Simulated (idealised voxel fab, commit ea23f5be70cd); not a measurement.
process module | voxel trench capacitor
cross-section cut | 230 nm wide | cells 5 nm
A cross-section is a grid of square cells, given in bands from the top down. A band is one or more rows of cells.
Each band's line starts with the height of the band's top and of its bottom, in nm. Then come its materials from left to right, each with its width in nm. One material with "throughout" fills the band from edge to edge. "air" is empty space.
Height 0 is the level under which the wafer as received is all one material. The lowest band goes on downwards, as in "0 down".
A width such as "30 to 40" changes by the same amount from each row of cells to the next, from the band's top row to its bottom row.
"no change" after a step means that no cell of the cross-section changed.
closed voids: empty space of 8 cells or more with no open way to the top, each as width x height at its distance from the left edge, in nm
after a step's settings: what the simulator itself notes on the step
overlay nm, on a step with a mask: how far to the right of its planned place the mask lay; to the left if negative
plan
1 op RECEIVE | material Si
2 op CONFORMAL_DEP | material SiN | thk nm 5
3 op DIRECTIONAL_DEP | material aC | thk nm 15
4 op PATTERN | tone open | mask id TRENCH | material resist | width nm 30 | pitch nm 55 | thk nm 35 | overlay nm 0
5 op DIRECTIONAL_ETCH | etch materials aC | depth nm 15
6 op STRIP | etch materials resist
7 op DIRECTIONAL_ETCH | etch materials SiN | depth nm 5
8 op DIRECTIONAL_ETCH | etch materials Si | depth nm 35
9 op STRIP | etch materials aC
10 op CONFORMAL_DEP | material HfO2 | thk nm 5
11 op CONFORMAL_DEP | material TiN | thk nm 5
12 op FILL_DEP | material W | thk nm 5
13 op CMP | height nm 5
as received, after step 1
  0 down: Si throughout
  closed voids: none
a wafer at the end: this start, this plan, one mistake
  5 to 0: W 5 | TiN 5 | HfO2 5 | SiN 30 | HfO2 5 | TiN 5 | W 5 | TiN 5 | HfO2 5 | SiN 30 | HfO2 5 | TiN 5 | W 5 | TiN 5 | HfO2 5 | SiN 30 | HfO2 5 | TiN 5 | W 5 | TiN 5 | HfO2 5 | SiN 30 | HfO2 5 | TiN 5 | W 10
  0 to -25: W 5 | TiN 5 | HfO2 5 | Si 30 | HfO2 5 | TiN 5 | W 5 | TiN 5 | HfO2 5 | Si 30 | HfO2 5 | TiN 5 | W 5 | TiN 5 | HfO2 5 | Si 30 | HfO2 5 | TiN 5 | W 5 | TiN 5 | HfO2 5 | Si 30 | HfO2 5 | TiN 5 | W 10
  -25 to -30: TiN 10 | HfO2 5 | Si 30 | HfO2 5 | TiN 15 | HfO2 5 | Si 30 | HfO2 5 | TiN 15 | HfO2 5 | Si 30 | HfO2 5 | TiN 15 | HfO2 5 | Si 30 | HfO2 5 | TiN 15
  -30 to -35: HfO2 15 | Si 30 | HfO2 25 | Si 30 | HfO2 25 | Si 30 | HfO2 25 | Si 30 | HfO2 20
  -35 down: Si throughout
  closed voids: none
what went wrong: step 4 ran as: op PATTERN | tone cover | mask id TRENCH | material resist | width nm 30 | pitch nm 55 | thk nm 35 | overlay nm 0
